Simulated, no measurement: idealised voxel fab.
Process module under the name voxel transistor to metal
Shown is cross-section cut, with a width of 215 nm and square cells of size 5 nm.
This document writes a cross-section as a grid whose cells are square, and gives it as bands, listed from the top down; one or more rows of cells form a band. What a band's entry tells you: where the top is and where the bottom is, as heights in nm, and after that what lies inside, material by material from left to right, each with its width in nm. Empty space is written as the word "empty", and a single material marked with the word "edge to edge" occupies the band from edge to edge. Note: height 0 marks the level under which the wafer is uniformly one material as received. Lowest band unbounded below, written "0 -> down". A width given as "30..40" starts at the first number in the band's top row and ends at the second number in its bottom row, shifting by an equal amount at every step from row to row. "no alterations made", as given for a step, is the statement that not any cell of the cross-section underwent a change during that step. Reported under the label "Closed internal cavities" are the empty spaces having no open way to the top and comprising 8 cells or more; the notation for each is width x height at distance, in which the distance is measured from the left edge and all three values are in nm. Note: text after step settings on the step line = simulator remark on that step. overlay nm: where the mask lay relative to plan, measured to the right, on steps with a mask; negatives go left. For the reader: what remains of this document is a series of pairs, each showing a cross-section before one process step and a cross-section after that step which reaches down only to the lowest band that changed, with the step between them and its settings set out under the pair. It should not be assumed that a pair continues from the pair above it; the pairs can come from different runs of this module on the same starting wafer, and such continuity exists only where the entry headed "State before step" says so.

**State before step**
    45 -> 40: TiN (65) | empty (20) | TiN (40) | empty (20) | TiN (70)
    40 -> 25: SiO2 (60) | TiN (5) | empty (20) | TiN (5) | SiO2 (30) | TiN (5) | empty (20) | TiN (5) | SiO2 (65)
    25 -> 15: SiO2 (60) | TiN (5) | empty (20) | TiN (5) | SiN (5) | SiCN (20) | SiN (5) | TiN (5) | empty (20) | TiN (5) | SiO2 (65)
    15 -> 0: SiO2 (60) | TiN (5) | empty (20) | TiN (5) | SiN (5) | polySi (20) | SiN (5) | TiN (5) | empty (20) | TiN (5) | SiO2 (65)
    0 -> -5: SiO2 (45) | SiN (5) | SiO2 (10) | TiN (5) | empty (15) | TiN (10) | SiN (5) | polySi (20) | SiN (5) | TiN (10) | empty (15) | TiN (5) | SiO2 (10) | SiN (5) | SiO2 (50)
    -5 -> -10: SiO2 (60) | TiN (25) | SiGe (5) | SiO2 (30) | SiGe (5) | TiN (25) | SiO2 (65)
    -10 -> -15: SiO2 (50) | SiGe (40) | Si (30) | SiGe (40) | SiO2 (55)
    -15 -> -25: SiO2 (50) | Si (110) | SiO2 (55)
    -25 -> down: Si edge to edge
    Closed internal cavities: none

**Post-Process Section**
    50 -> 45: W edge to edge
    45 -> 40: TiN (65) | W (20) | TiN (40) | W (20) | TiN (70)
    40 -> 25: SiO2 (60) | TiN (5) | W (20) | TiN (5) | SiO2 (30) | TiN (5) | W (20) | TiN (5) | SiO2 (65)
    25 -> 15: SiO2 (60) | TiN (5) | W (20) | TiN (5) | SiN (5) | SiCN (20) | SiN (5) | TiN (5) | W (20) | TiN (5) | SiO2 (65)
    15 -> 0: SiO2 (60) | TiN (5) | W (20) | TiN (5) | SiN (5) | polySi (20) | SiN (5) | TiN (5) | W (20) | TiN (5) | SiO2 (65)
    0 -> -5: SiO2 (45) | SiN (5) | SiO2 (10) | TiN (5) | W (15) | TiN (10) | SiN (5) | polySi (20) | SiN (5) | TiN (10) | W (15) | TiN (5) | SiO2 (10) | SiN (5) | SiO2 (50)
    Beneath the level -5, the cross-section is identical to its previous state.
    Closed internal cavities: none
Between the two cross-sections shown above, the process step is FILL_DEP (material W; thk nm 5)

State before step: This step starts from the configuration shown after the step in the pair immediately above.

**Post-Process Section**
    40 -> 25: SiO2 (60) | TiN (5) | W (20) | TiN (5) | SiO2 (30) | TiN (5) | W (20) | TiN (5) | SiO2 (65)
    Beneath the level 25, the cross-section is identical to its previous state.
    Closed internal cavities: none
Between the two cross-sections shown above, the process step is CMP (height nm 40)

State before step: This step starts from the configuration shown after the step in the pair immediately above.

**Post-Process Section**
    45 -> 40: TiN edge to edge
    Beneath the level 40, the cross-section is identical to its previous state.
    Closed internal cavities: none
Between the two cross-sections shown above, the process step is DIRECTIONAL_DEP (material TiN; thk nm 5)

State before step: This step starts from the configuration shown after the step in the pair immediately above.

**Post-Process Section**
    65 -> 45: Ru edge to edge
    Beneath the level 45, the cross-section is identical to its previous state.
    Closed internal cavities: none
Between the two cross-sections shown above, the process step is DIRECTIONAL_DEP (material Ru; thk nm 20)

State before step: This step starts from the configuration shown after the step in the pair immediately above.

**Post-Process Section**
    80 -> 65: empty (60) | resist (15) | empty (60) | resist (15) | empty (65)
    Beneath the level 65, the cross-section is identical to its previous state.
    Closed internal cavities: none
Between the two cross-sections shown above, the process step is PATTERN (tone cover; mask id METAL_1; material resist; width nm 15; pitch nm 75; thk nm 15; overlay nm 0)

State before step: This step starts from the configuration shown after the step in the pair immediately above.

**Post-Process Section**
    80 -> 65: empty (60) | resist (15) | empty (60) | resist (15) | empty (65)
    65 -> 45: empty (60) | Ru (15) | empty (60) | Ru (15) | empty (65)
    Beneath the level 45, the cross-section is identical to its previous state.
    Closed internal cavities: none
Between the two cross-sections shown above, the process step is DIRECTIONAL_ETCH (etch materials Ru; depth nm 20)

State before step: This step starts from the configuration shown after the step in the pair immediately above.

**Post-Process Section**
    80 -> 65: empty (60) | resist (15) | empty (60) | resist (15) | empty (65)
    65 -> 45: empty (60) | Ru (15) | empty (60) | Ru (15) | empty (65)
    45 -> 40: empty (60) | TiN (15) | empty (60) | TiN (15) | empty (65)
    Beneath the level 40, the cross-section is identical to its previous state.
    Closed internal cavities: none
Between the two cross-sections shown above, the process step is DIRECTIONAL_ETCH (etch materials TiN; depth nm 5)

State before step: This step starts from the configuration shown after the step in the pair immediately above.

**Post-Process Section**
    65 -> 45: empty (60) | Ru (15) | empty (60) | Ru (15) | empty (65)
    Beneath the level 45, the cross-section is identical to its previous state.
    Closed internal cavities: none
Between the two cross-sections shown above, the process step is STRIP (etch materials resist)

State before step: This step starts from the configuration shown after the step in the pair immediately above.

**Post-Process Section**
    75 -> 65: lowk edge to edge
    65 -> 45: lowk (60) | Ru (15) | lowk (60) | Ru (15) | lowk (65)
    45 -> 40: lowk (60) | TiN (15) | lowk (60) | TiN (15) | lowk (65)
    Beneath the level 40, the cross-section is identical to its previous state.
    Closed internal cavities: none
Between the two cross-sections shown above, the process step is FILL_DEP (material lowk; thk nm 10)

State before step: This step starts from the configuration shown after the step in the pair immediately above.

**Post-Process Section**
    65 -> 45: lowk (60) | Ru (15) | lowk (60) | Ru (15) | lowk (65)
    Beneath the level 45, the cross-section is identical to its previous state.
    Closed internal cavities: none
Between the two cross-sections shown above, the process step is CMP (height nm 65)

State before step: This step starts from the configuration shown after the step in the pair immediately above.

**Post-Process Section**
    70 -> 65: SiN edge to edge
    Beneath the level 65, the cross-section is identical to its previous state.
    Closed internal cavities: none
Between the two cross-sections shown above, the process step is CONFORMAL_DEP (material SiN; thk nm 5)

**State before step**
    65 -> 45: Ru edge to edge
    45 -> 40: TiN edge to edge
    40 -> 25: SiO2 (60) | TiN (5) | W (20) | TiN (5) | SiO2 (30) | TiN (5) | W (20) | TiN (5) | SiO2 (65)
    25 -> 15: SiO2 (60) | TiN (5) | W (20) | TiN (5) | SiN (5) | SiCN (20) | SiN (5) | TiN (5) | W (20) | TiN (5) | SiO2 (65)
    15 -> 0: SiO2 (60) | TiN (5) | W (20) | TiN (5) | SiN (5) | polySi (20) | SiN (5) | TiN (5) | W (20) | TiN (5) | SiO2 (65)
    0 -> -5: SiO2 (50) | SiN (5) | SiO2 (5) | TiN (5) | W (15) | TiN (10) | SiN (5) | polySi (20) | SiN (5) | TiN (10) | W (15) | TiN (5) | SiO2 (5) | SiN (5) | SiO2 (55)
    -5 -> -10: SiO2 (60) | TiN (25) | SiGe (5) | SiO2 (30) | SiGe (5) | TiN (25) | SiO2 (65)
    -10 -> -15: SiO2 (55) | SiGe (35) | Si (30) | SiGe (35) | SiO2 (60)
    -15 -> -25: SiO2 (55) | Si (100) | SiO2 (60)
    -25 -> down: Si edge to edge
    Closed internal cavities: none

**Post-Process Section**
    80 -> 65: empty (55) | resist (15) | empty (60) | resist (15) | empty (70)
    Beneath the level 65, the cross-section is identical to its previous state.
    Closed internal cavities: none
Between the two cross-sections shown above, the process step is PATTERN (tone cover; mask id METAL_1; material resist; width nm 15; pitch nm 75; thk nm 15; overlay nm -5)

State before step: This step starts from the configuration shown after the step in the pair immediately above.

**Post-Process Section**
    80 -> 65: empty (55) | resist (15) | empty (60) | resist (15) | empty (70)
    65 -> 45: empty (55) | Ru (15) | empty (60) | Ru (15) | empty (70)
    Beneath the level 45, the cross-section is identical to its previous state.
    Closed internal cavities: none
Between the two cross-sections shown above, the process step is DIRECTIONAL_ETCH (etch materials Ru; depth nm 20)

State before step: This step starts from the configuration shown after the step in the pair immediately above.

**Post-Process Section**
    80 -> 65: empty (55) | resist (15) | empty (60) | resist (15) | empty (70)
    65 -> 45: empty (55) | Ru (15) | empty (60) | Ru (15) | empty (70)
    45 -> 40: empty (55) | TiN (15) | empty (60) | TiN (15) | empty (70)
    Beneath the level 40, the cross-section is identical to its previous state.
    Closed internal cavities: none
Between the two cross-sections shown above, the process step is DIRECTIONAL_ETCH (etch materials TiN; depth nm 5)

State before step: This step starts from the configuration shown after the step in the pair immediately above.

**Post-Process Section**
    65 -> 45: empty (55) | Ru (15) | empty (60) | Ru (15) | empty (70)
    Beneath the level 45, the cross-section is identical to its previous state.
    Closed internal cavities: none
Between the two cross-sections shown above, the process step is STRIP (etch materials resist)

State before step: This step starts from the configuration shown after the step in the pair immediately above.

**Post-Process Section**
    75 -> 65: lowk edge to edge
    65 -> 45: lowk (55) | Ru (15) | lowk (60) | Ru (15) | lowk (70)
    45 -> 40: lowk (55) | TiN (15) | lowk (60) | TiN (15) | lowk (70)
    Beneath the level 40, the cross-section is identical to its previous state.
    Closed internal cavities: none
Between the two cross-sections shown above, the process step is FILL_DEP (material lowk; thk nm 10)

State before step: This step starts from the configuration shown after the step in the pair immediately above.

**Post-Process Section**
    65 -> 45: lowk (55) | Ru (15) | lowk (60) | Ru (15) | lowk (70)
    Beneath the level 45, the cross-section is identical to its previous state.
    Closed internal cavities: none
Between the two cross-sections shown above, the process step is CMP (height nm 65)

State before step: This step starts from the configuration shown after the step in the pair immediately above.

**Post-Process Section**
    70 -> 65: SiN edge to edge
    Beneath the level 65, the cross-section is identical to its previous state.
    Closed internal cavities: none
Between the two cross-sections shown above, the process step is CONFORMAL_DEP (material SiN; thk nm 5)

**State before step**
    45 -> 40: TiN edge to edge
    40 -> 25: SiO2 (60) | TiN (5) | W (20) | TiN (5) | SiO2 (30) | TiN (5) | W (20) | TiN (5) | SiO2 (65)
    25 -> 15: SiO2 (60) | TiN (5) | W (20) | TiN (5) | SiN (5) | SiCN (20) | SiN (5) | TiN (5) | W (20) | TiN (5) | SiO2 (65)
    15 -> 0: SiO2 (60) | TiN (5) | W (20) | TiN (5) | SiN (5) | polySi (20) | SiN (5) | TiN (5) | W (20) | TiN (5) | SiO2 (65)
    0 -> -5: SiO2 (50) | SiN (5) | SiO2 (5) | TiN (5) | W (15) | TiN (10) | SiN (5) | polySi (20) | SiN (5) | TiN (10) | W (15) | TiN (5) | SiO2 (5) | SiN (5) | SiO2 (55)
    -5 -> -10: SiO2 (60) | TiN (25) | SiGe (5) | SiO2 (30) | SiGe (5) | TiN (25) | SiO2 (65)
    -10 -> -15: SiO2 (55) | SiGe (35) | Si (30) | SiGe (35) | SiO2 (60)
    -15 -> -25: SiO2 (55) | Si (100) | SiO2 (60)
    -25 -> down: Si edge to edge
    Closed internal cavities: none

**Post-Process Section**
    65 -> 45: SiN edge to edge
    Beneath the level 45, the cross-section is identical to its previous state.
    Closed internal cavities: none
Between the two cross-sections shown above, the process step is DIRECTIONAL_DEP (material SiN; thk nm 20)

State before step: This step starts from the configuration shown after the step in the pair immediately above.

**Post-Process Section**
    80 -> 65: empty (60) | resist (15) | empty (60) | resist (15) | empty (65)
    Beneath the level 65, the cross-section is identical to its previous state.
    Closed internal cavities: none
Between the two cross-sections shown above, the process step is PATTERN (tone cover; mask id METAL_1; material resist; width nm 15; pitch nm 75; thk nm 15; overlay nm 0)

State before step: This step starts from the configuration shown after the step in the pair immediately above.

**Post-Process Section**
    65 -> 45: SiN edge to edge
    Beneath the level 45, the cross-section is identical to its previous state.
    Closed internal cavities: none
Between the two cross-sections shown above, the process step is STRIP (etch materials resist)

State before step: This step starts from the configuration shown after the step in the pair immediately above.

**Post-Process Section**
    75 -> 65: lowk edge to edge
    Beneath the level 65, the cross-section is identical to its previous state.
    Closed internal cavities: none
Between the two cross-sections shown above, the process step is FILL_DEP (material lowk; thk nm 10)

State before step: This step starts from the configuration shown after the step in the pair immediately above.

**Post-Process Section**
    65 -> 45: SiN edge to edge
    Beneath the level 45, the cross-section is identical to its previous state.
    Closed internal cavities: none
Between the two cross-sections shown above, the process step is CMP (height nm 65)

State before step: This step starts from the configuration shown after the step in the pair immediately above.

**Post-Process Section**
    70 -> 45: SiN edge to edge
    Beneath the level 45, the cross-section is identical to its previous state.
    Closed internal cavities: none
Between the two cross-sections shown above, the process step is CONFORMAL_DEP (material SiN; thk nm 5)

**State before step**
    40 -> 25: SiO2 edge to edge
    25 -> 15: SiO2 (90) | SiN (5) | SiCN (20) | SiN (5) | SiO2 (95)
    15 -> 0: SiO2 (90) | SiN (5) | polySi (20) | SiN (5) | SiO2 (95)
    0 -> -5: SiO2 (50) | SiN (5) | SiO2 (35) | SiN (5) | polySi (20) | SiN (5) | SiO2 (35) | SiN (5) | SiO2 (55)
    -5 -> -10: SiO2 (85) | SiGe (5) | SiO2 (30) | SiGe (5) | SiO2 (90)
    -10 -> -15: SiO2 (55) | SiGe (35) | Si (30) | SiGe (35) | SiO2 (60)
    -15 -> -25: SiO2 (55) | Si (100) | SiO2 (60)
    -25 -> down: Si edge to edge
    Closed internal cavities: none

**Post-Process Section**
    60 -> 40: empty (60) | resist (30) | empty (30) | resist (30) | empty (65)
    Beneath the level 40, the cross-section is identical to its previous state.
    Closed internal cavities: none
Between the two cross-sections shown above, the process step is PATTERN (tone cover; mask id CONTACT; material resist; width nm 30; pitch nm 60; thk nm 20; overlay nm 0)

State before step: This step starts from the configuration shown after the step in the pair immediately above.

**Post-Process Section**
    60 -> 40: empty (60) | resist (30) | empty (30) | resist (30) | empty (65)
    40 -> 25: empty (60) | SiO2 (30) | empty (30) | SiO2 (30) | empty (65)
    25 -> 15: empty (60) | SiO2 (30) | SiN (5) | SiCN (20) | SiN (5) | SiO2 (30) | empty (65)
    15 -> 0: empty (60) | SiO2 (30) | SiN (5) | polySi (20) | SiN (5) | SiO2 (30) | empty (65)
    0 -> -5: empty (50) | SiN (5) | empty (5) | SiO2 (30) | SiN (5) | polySi (20) | SiN (5) | SiO2 (30) | empty (5) | SiN (5) | empty (55)
    -5 -> -10: empty (50) | SiO2 (5) | empty (5) | SiO2 (25) | SiGe (5) | SiO2 (30) | SiGe (5) | SiO2 (25) | empty (5) | SiO2 (5) | empty (55)
    Beneath the level -10, the cross-section is identical to its previous state.
    Closed internal cavities: none
Between the two cross-sections shown above, the process step is DIRECTIONAL_ETCH (etch materials SiO2; depth nm 50)

State before step: This step starts from the configuration shown after the step in the pair immediately above.

**Post-Process Section**
    40 -> 25: empty (60) | SiO2 (30) | empty (30) | SiO2 (30) | empty (65)
    Beneath the level 25, the cross-section is identical to its previous state.
    Closed internal cavities: none
Between the two cross-sections shown above, the process step is STRIP (etch materials resist)

State before step: This step starts from the configuration shown after the step in the pair immediately above.

**Post-Process Section**
    45 -> 40: empty (55) | TiN (40) | empty (20) | TiN (40) | empty (60)
    40 -> 30: empty (55) | TiN (5) | SiO2 (30) | TiN (5) | empty (20) | TiN (5) | SiO2 (30) | TiN (5) | empty (60)
    30 -> 25: empty (55) | TiN (5) | SiO2 (30) | TiN (30) | SiO2 (30) | TiN (5) | empty (60)
    25 -> 15: empty (55) | TiN (5) | SiO2 (30) | SiN (5) | SiCN (20) | SiN (5) | SiO2 (30) | TiN (5) | empty (60)
    15 -> 5: empty (55) | TiN (5) | SiO2 (30) | SiN (5) | polySi (20) | SiN (5) | SiO2 (30) | TiN (5) | empty (60)
    5 -> 0: empty (45) | TiN (15) | SiO2 (30) | SiN (5) | polySi (20) | SiN (5) | SiO2 (30) | TiN (15) | empty (50)
    0 -> -5: empty (45) | TiN (5) | SiN (5) | TiN (5) | SiO2 (30) | SiN (5) | polySi (20) | SiN (5) | SiO2 (30) | TiN (5) | SiN (5) | TiN (5) | empty (50)
    -5 -> -10: TiN (50) | SiO2 (5) | TiN (5) | SiO2 (25) | SiGe (5) | SiO2 (30) | SiGe (5) | SiO2 (25) | TiN (5) | SiO2 (5) | TiN (55)
    Beneath the level -10, the cross-section is identical to its previous state.
    Closed internal cavities: none
Between the two cross-sections shown above, the process step is CONFORMAL_DEP (material TiN; thk nm 5)

State before step: This step starts from the configuration shown after the step in the pair immediately above.

**Post-Process Section**
    50 -> 45: W edge to edge
    45 -> 40: W (55) | TiN (40) | W (20) | TiN (40) | W (60)
    40 -> 30: W (55) | TiN (5) | SiO2 (30) | TiN (5) | W (20) | TiN (5) | SiO2 (30) | TiN (5) | W (60)
    30 -> 25: W (55) | TiN (5) | SiO2 (30) | TiN (30) | SiO2 (30) | TiN (5) | W (60)
    25 -> 15: W (55) | TiN (5) | SiO2 (30) | SiN (5) | SiCN (20) | SiN (5) | SiO2 (30) | TiN (5) | W (60)
    15 -> 5: W (55) | TiN (5) | SiO2 (30) | SiN (5) | polySi (20) | SiN (5) | SiO2 (30) | TiN (5) | W (60)
    5 -> 0: W (45) | TiN (15) | SiO2 (30) | SiN (5) | polySi (20) | SiN (5) | SiO2 (30) | TiN (15) | W (50)
    0 -> -5: W (45) | TiN (5) | SiN (5) | TiN (5) | SiO2 (30) | SiN (5) | polySi (20) | SiN (5) | SiO2 (30) | TiN (5) | SiN (5) | TiN (5) | W (50)
    Beneath the level -5, the cross-section is identical to its previous state.
    Closed internal cavities: none
Between the two cross-sections shown above, the process step is FILL_DEP (material W; thk nm 5)

State before step: This step starts from the configuration shown after the step in the pair immediately above.

**Post-Process Section**
    40 -> 30: W (55) | TiN (5) | SiO2 (30) | TiN (5) | W (20) | TiN (5) | SiO2 (30) | TiN (5) | W (60)
    Beneath the level 30, the cross-section is identical to its previous state.
    Closed internal cavities: none
Between the two cross-sections shown above, the process step is CMP (height nm 40)

State before step: This step starts from the configuration shown after the step in the pair immediately above.

**Post-Process Section**
    45 -> 40: TiN edge to edge
    Beneath the level 40, the cross-section is identical to its previous state.
    Closed internal cavities: none
Between the two cross-sections shown above, the process step is DIRECTIONAL_DEP (material TiN; thk nm 5)

State before step: This step starts from the configuration shown after the step in the pair immediately above.

**Post-Process Section**
    65 -> 45: Ru edge to edge
    Beneath the level 45, the cross-section is identical to its previous state.
    Closed internal cavities: none
Between the two cross-sections shown above, the process step is DIRECTIONAL_DEP (material Ru; thk nm 20)

State before step: This step starts from the configuration shown after the step in the pair immediately above.

**Post-Process Section**
    80 -> 65: empty (60) | resist (15) | empty (60) | resist (15) | empty (65)
    Beneath the level 65, the cross-section is identical to its previous state.
    Closed internal cavities: none
Between the two cross-sections shown above, the process step is PATTERN (tone cover; mask id METAL_1; material resist; width nm 15; pitch nm 75; thk nm 15; overlay nm 0)

State before step: This step starts from the configuration shown after the step in the pair immediately above.

**Post-Process Section**
    80 -> 65: empty (60) | resist (15) | empty (60) | resist (15) | empty (65)
    65 -> 45: empty (60) | Ru (15) | empty (60) | Ru (15) | empty (65)
    Beneath the level 45, the cross-section is identical to its previous state.
    Closed internal cavities: none
Between the two cross-sections shown above, the process step is DIRECTIONAL_ETCH (etch materials Ru; depth nm 20)

State before step: This step starts from the configuration shown after the step in the pair immediately above.

**Post-Process Section**
    80 -> 65: empty (60) | resist (15) | empty (60) | resist (15) | empty (65)
    65 -> 45: empty (60) | Ru (15) | empty (60) | Ru (15) | empty (65)
    45 -> 40: empty (60) | TiN (15) | empty (60) | TiN (15) | empty (65)
    Beneath the level 40, the cross-section is identical to its previous state.
    Closed internal cavities: none
Between the two cross-sections shown above, the process step is DIRECTIONAL_ETCH (etch materials TiN; depth nm 5)

State before step: This step starts from the configuration shown after the step in the pair immediately above.

**Post-Process Section**
    65 -> 45: empty (60) | Ru (15) | empty (60) | Ru (15) | empty (65)
    Beneath the level 45, the cross-section is identical to its previous state.
    Closed internal cavities: none
Between the two cross-sections shown above, the process step is STRIP (etch materials resist)

State before step: This step starts from the configuration shown after the step in the pair immediately above.

**Post-Process Section**
    75 -> 65: lowk edge to edge
    65 -> 45: lowk (60) | Ru (15) | lowk (60) | Ru (15) | lowk (65)
    45 -> 40: lowk (60) | TiN (15) | lowk (60) | TiN (15) | lowk (65)
    Beneath the level 40, the cross-section is identical to its previous state.
    Closed internal cavities: none
Between the two cross-sections shown above, the process step is FILL_DEP (material lowk; thk nm 10)

State before step: This step starts from the configuration shown after the step in the pair immediately above.

**Post-Process Section**
    65 -> 45: lowk (60) | Ru (15) | lowk (60) | Ru (15) | lowk (65)
    Beneath the level 45, the cross-section is identical to its previous state.
    Closed internal cavities: none
Between the two cross-sections shown above, the process step is CMP (height nm 65)

State before step: This step starts from the configuration shown after the step in the pair immediately above.

**Post-Process Section**
    70 -> 65: SiN edge to edge
    Beneath the level 65, the cross-section is identical to its previous state.
    Closed internal cavities: none
Between the two cross-sections shown above, the process step is CONFORMAL_DEP (material SiN; thk nm 5)
